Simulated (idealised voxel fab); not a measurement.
The document below concerns the process module designated voxel self aligned contacts.
We display cut, a cross-section 290 nm in width whose square cells are each 5 nm.
Reading order for cross-sections: top band down to bottom band. Underlying form: a grid of square cells. Band size: one or more rows of cells.
Look at the band entry: it leads with the top's height and the bottom's height in nm. Then it lists the materials left to right, with a width in nm for each. The word "everywhere" on a single material says that material fills the band edge to edge. The word "air" is empty space.
Counting heights begins at 0, where everything beneath is, in the wafer as received, one material. The lowest band has no bottom; it goes on downwards, as "0 nm and below" shows.
Top row gets the first number, bottom row gets the second, and each row in between changes by the same step: that is how a band width like "30..40" works.
"remained unchanged" (step): cross-section cells unchanged, all of them.
Entry "Entrapped voids" = empty spaces >= 8 cells with no open way to the top; each as width x height at distance, distance from left edge, all nm.
That trailing text on a step's line, after the settings, is the simulator's own remark on the step.
If you see "overlay nm" on a step's line and that step has a mask, it's telling you how far right of where it was planned the mask ended up; a negative number means it went left instead.

### This section lists the process steps that were planned
1) RECEIVE,material Si
2) CONFORMAL_DEP,material SiO2,thk nm 5
3) DIRECTIONAL_DEP,material polySi,thk nm 25
4) DIRECTIONAL_DEP,material SiN,thk nm 20
5) DIRECTIONAL_DEP,material aC,thk nm 10
6) PATTERN,tone cover,mask id GATE,material resist,width nm 35,pitch nm 80,thk nm 25,overlay nm 0
7) DIRECTIONAL_ETCH,etch materials aC,depth nm 10
8) STRIP,etch materials resist
9) DIRECTIONAL_ETCH,etch materials SiN,depth nm 20
10) DIRECTIONAL_ETCH,etch materials polySi,depth nm 25
11) STRIP,etch materials aC
12) CONFORMAL_DEP,material SiN,thk nm 10
13) DIRECTIONAL_ETCH,etch materials SiN,depth nm 10
14) FILL_DEP,material SiO2,thk nm 15
15) CMP,height nm 55
16) MASKED_ETCH,tone open,mask id CONTACT,width nm 65,pitch nm 80,etch materials SiO2,depth nm 55,overlay nm -15
17) CONFORMAL_DEP,material TiN,thk nm 5
18) FILL_DEP,material W,thk nm 5
19) CMP,height nm 55
20) CONFORMAL_DEP,material SiN,thk nm 5
The wafers in this document start out alike and differ in the overlay nm applied at step 16; the plan shows the value used for the first wafer.

### This is how the first of several wafers looked in cross-section when it arrived, which is after step 1
  0 nm and below  Si everywhere
  Entrapped voids: none

### Take a look at the first of several wafers in cross-section: the module is done, and step 20 was its last step
  60 nm to 55 nm  SiN everywhere
  55 nm to 50 nm  SiO2=55 / TiN=40 / W=15 / TiN=10 / SiO2=15 / TiN=40 / W=15 / TiN=10 / SiO2=90
  50 nm to 30 nm  SiO2=35 / SiN=55 / TiN=5 / W=15 / TiN=5 / SiN=55 / TiN=5 / W=15 / TiN=5 / SiN=55 / SiO2=40
  30 nm to 5 nm  SiO2=35 / SiN=10 / polySi=35 / SiN=10 / TiN=5 / W=15 / TiN=5 / SiN=10 / polySi=35 / SiN=10 / TiN=5 / W=15 / TiN=5 / SiN=10 / polySi=35 / SiN=10 / SiO2=40
  5 nm to 0 nm  SiO2=90 / TiN=25 / SiO2=55 / TiN=25 / SiO2=95
  0 nm and below  Si everywhere
  Entrapped voids: none

### Last wafer of the set, cross-sectioned at end of module
  60 nm to 55 nm  SiN everywhere
  55 nm to 50 nm  SiO2=85 / TiN=10 / W=15 / TiN=40 / SiO2=15 / TiN=10 / W=15 / TiN=40 / SiO2=60
  50 nm to 30 nm  SiO2=35 / SiN=55 / TiN=5 / W=15 / TiN=5 / SiN=55 / TiN=5 / W=15 / TiN=5 / SiN=55 / SiO2=40
  30 nm to 5 nm  SiO2=35 / SiN=10 / polySi=35 / SiN=10 / TiN=5 / W=15 / TiN=5 / SiN=10 / polySi=35 / SiN=10 / TiN=5 / W=15 / TiN=5 / SiN=10 / polySi=35 / SiN=10 / SiO2=40
  5 nm to 0 nm  SiO2=90 / TiN=25 / SiO2=55 / TiN=25 / SiO2=95
  0 nm and below  Si everywhere
  Entrapped voids: none

### End of module, by wafer: material-by-material cell gain (+) or loss (-) since receipt, then closed voids
overlay nm -15, +250 SiN, +215 SiO2, +66 TiN, +60 W, +105 polySi, Entrapped voids: none
overlay nm -10, +250 SiN, +215 SiO2, +66 TiN, +60 W, +105 polySi, Entrapped voids: none
overlay nm -5, +250 SiN, +215 SiO2, +66 TiN, +60 W, +105 polySi, Entrapped voids: none
overlay nm 0, +250 SiN, +215 SiO2, +66 TiN, +60 W, +105 polySi, Entrapped voids: none
overlay nm 5, +250 SiN, +215 SiO2, +66 TiN, +60 W, +105 polySi, Entrapped voids: none
overlay nm 10, +250 SiN, +215 SiO2, +66 TiN, +60 W, +105 polySi, Entrapped voids: none
overlay nm 15, +250 SiN, +215 SiO2, +66 TiN, +60 W, +105 polySi, Entrapped voids: none
